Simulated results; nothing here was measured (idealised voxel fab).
Process module, titled voxel gate over fins
265 nm wide, 5 nm square cells: that's cross-section cut.
When this document writes out a cross-section, it uses a grid of square cells and lists it as bands, beginning at the top and moving down, with a band standing for one or more rows of cells.
Read a band's entry like this: the first values are the height of its top and the height of its bottom in nm, and what follows is the sequence of materials from left to right, each with its width in nm. Note that "air" is empty space, and that a single material marked "everywhere" reaches across the band from edge to edge.
A quick word on heights: they are counted from 0, and under that level the wafer as it came to us is one material throughout. The lowest band is different from the rest in having no bottom; it simply continues downward, written as in "from 0 down".
Width "30->40": first value at the band's top row of cells, second value at its bottom row, equal change from row to row.
Step marked "stayed the same"? Then no cell in the cross-section changed in it.
In the "Entrapped void list" entry, you get each enclosed empty space of 8 cells or more, one with no open way to the top, written width x height at distance, distance from the left edge, in nm.
Formally, on a step line, whatever follows the settings is a remark that the simulator itself makes on the step.
overlay nm: where the mask lay relative to plan, measured to the right, on steps with a mask; negatives go left.
Set out below are the planned steps of the process:
- 1: RECEIVE [material Si]
- 2: CONFORMAL_DEP [material SiN] [thk nm 10]
- 3: MASKED_ETCH [tone cover] [mask id FINS] [width nm 15] [pitch nm 45] [etch materials SiN] [depth nm 10] [overlay nm 0]
- 4: MASKED_ETCH [tone cover] [mask id FINS] [width nm 15] [pitch nm 45] [etch materials Si] [depth nm 40] [overlay nm 0]
- 5: FILL_DEP [material SiO2] [thk nm 5]
- 6: CMP [height nm 10]
- 7: SELECTIVE_ETCH [etch materials SiO2] [depth nm 25]
- 8: STRIP [etch materials SiN]
- 9: CONFORMAL_DEP [material HfO2] [thk nm 5]
- 10: CONFORMAL_DEP [material TiN] [thk nm 5]
- 11: FILL_DEP [material W] [thk nm 15]
- 12: CMP [height nm 20]
- 13: CONFORMAL_DEP [material SiCN] [thk nm 5]
Same starting wafers, different thk nm at step 13. Plan value belongs to the first wafer.
Incoming state of the first of several wafers in cross-section: after step 1:
	from 0 down  Si everywhere
	Entrapped void list: none
Cross-sectional representation of the first of several wafers at the end of the module, i.e. after its terminal step, step 13:
	from 25 to 20  SiCN everywhere
	from 20 to 10  W everywhere
	from 10 to 5  70 W, then 35 TiN, then 10 W, then 35 TiN, then 10 W, then 35 TiN, then 70 W
	from 5 to 0  70 W, then 5 TiN, then 25 HfO2, then 5 TiN, then 10 W, then 5 TiN, then 25 HfO2, then 5 TiN, then 10 W, then 5 TiN, then 25 HfO2, then 5 TiN, then 70 W
	from 0 to -5  70 W, then 5 TiN, then 5 HfO2, then 15 Si, then 5 HfO2, then 5 TiN, then 10 W, then 5 TiN, then 5 HfO2, then 15 Si, then 5 HfO2, then 5 TiN, then 10 W, then 5 TiN, then 5 HfO2, then 15 Si, then 5 HfO2, then 5 TiN, then 70 W
	from -5 to -10  75 TiN, then 5 HfO2, then 15 Si, then 5 HfO2, then 20 TiN, then 5 HfO2, then 15 Si, then 5 HfO2, then 20 TiN, then 5 HfO2, then 15 Si, then 5 HfO2, then 75 TiN
	from -10 to -15  80 HfO2, then 15 Si, then 30 HfO2, then 15 Si, then 30 HfO2, then 15 Si, then 80 HfO2
	from -15 to -40  80 SiO2, then 15 Si, then 30 SiO2, then 15 Si, then 30 SiO2, then 15 Si, then 80 SiO2
	from -40 down  Si everywhere
	Entrapped void list: none
Cross-section, last wafer, module completion:
	from 45 to 20  SiCN everywhere
	from 20 to 10  W everywhere
	from 10 to 5  70 W, then 35 TiN, then 10 W, then 35 TiN, then 10 W, then 35 TiN, then 70 W
	from 5 to 0  70 W, then 5 TiN, then 25 HfO2, then 5 TiN, then 10 W, then 5 TiN, then 25 HfO2, then 5 TiN, then 10 W, then 5 TiN, then 25 HfO2, then 5 TiN, then 70 W
	from 0 to -5  70 W, then 5 TiN, then 5 HfO2, then 15 Si, then 5 HfO2, then 5 TiN, then 10 W, then 5 TiN, then 5 HfO2, then 15 Si, then 5 HfO2, then 5 TiN, then 10 W, then 5 TiN, then 5 HfO2, then 15 Si, then 5 HfO2, then 5 TiN, then 70 W
	from -5 to -10  75 TiN, then 5 HfO2, then 15 Si, then 5 HfO2, then 20 TiN, then 5 HfO2, then 15 Si, then 5 HfO2, then 20 TiN, then 5 HfO2, then 15 Si, then 5 HfO2, then 75 TiN
	from -10 to -15  80 HfO2, then 15 Si, then 30 HfO2, then 15 Si, then 30 HfO2, then 15 Si, then 80 HfO2
	from -15 to -40  80 SiO2, then 15 Si, then 30 SiO2, then 15 Si, then 30 SiO2, then 15 Si, then 80 SiO2
	from -40 down  Si everywhere
	Entrapped void list: none
Each wafer at the end: cells of each material gained (+) or lost (-) since it was received, then its closed voids:
thk nm 5, +71 HfO2, -352 Si, +53 SiCN, +220 SiO2, +71 TiN, +202 W, Entrapped void list: none
thk nm 10, +71 HfO2, -352 Si, +106 SiCN, +220 SiO2, +71 TiN, +202 W, Entrapped void list: none
thk nm 15, +71 HfO2, -352 Si, +159 SiCN, +220 SiO2, +71 TiN, +202 W, Entrapped void list: none
thk nm 20, +71 HfO2, -352 Si, +212 SiCN, +220 SiO2, +71 TiN, +202 W, Entrapped void list: none
thk nm 25, +71 HfO2, -352 Si, +265 SiCN, +220 SiO2, +71 TiN, +202 W, Entrapped void list: none
